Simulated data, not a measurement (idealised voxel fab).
The following is a process module called voxel ribs on slabs.
For reference, the cross-section in this document is cut, with width 140 nm and square cells of 5 nm.
Notation: cross-section as square-cell grid; stated in bands, top first, going down; one or more cell rows per band. Heights first: top, then bottom, in nm. Then materials, left to right, each with a width in nm. "everywhere" on a single material: fills the band edge to edge. "empty": empty space. Heights from 0 (as-received wafer is one material below). Bottom band endless downward, as "0 -> down". The two numbers in a width such as "30..40" mark its ends across the band: the first belongs to the top row of cells, the second to the bottom row, and from each row to the next the width moves by the same amount. Step note "no change occurred" = no cross-section cell changed. Voids not open to the top, 8 cells minimum: see "Closed void entries". Written width x height at distance; distance is from the left edge; nm. Past the settings on a step's line: simulator remark, on that step. The line of a step may include "overlay nm". On a step with a mask, this value is how far to the right of its planned place the mask lay. A negative value means the mask lay to the left.
plan
1 RECEIVE: material Si
2 DIRECTIONAL_DEP: material SiO2, thk nm 30
3 DIRECTIONAL_DEP: material polySi, thk nm 15
4 MASKED_ETCH: tone cover, mask id RIB, width nm 30, etch materials polySi, depth nm 5, overlay nm 0
5 PATTERN: tone cover, mask id SLAB, material resist, width nm 90, thk nm 15, overlay nm 0
6 DIRECTIONAL_ETCH: etch materials polySi, depth nm 10
7 STRIP: etch materials resist
8 FILL_DEP: material SiO2, thk nm 30
9 CMP: height nm 65
10 DIRECTIONAL_DEP: material W, thk nm 10
11 PATTERN: tone cover, mask id HEATER, material resist, width nm 40, thk nm 15, overlay nm 0
12 DIRECTIONAL_ETCH: etch materials W, depth nm 10
13 STRIP: etch materials resist
14 CONFORMAL_DEP: material SiO2, thk nm 5
The plan shows the thk nm of step 14 as the first wafer had it; this setting differs between the wafers, which start out alike.
The first of several wafers in cross-section, exactly as it reached us after step 1
  0 -> down | Si everywhere
  Closed void entries: none
Per wafer (row), end of module: delta in cells per material since receipt, (+) for gained, (-) for lost; closed voids after that
thk nm 5 | +354 SiO2 | +16 W | +42 polySi | Closed void entries: none
thk nm 10 | +386 SiO2 | +16 W | +42 polySi | Closed void entries: none
thk nm 15 | +418 SiO2 | +16 W | +42 polySi | Closed void entries: none
thk nm 20 | +450 SiO2 | +16 W | +42 polySi | Closed void entries: none
thk nm 25 | +482 SiO2 | +16 W | +42 polySi | Closed void entries: none
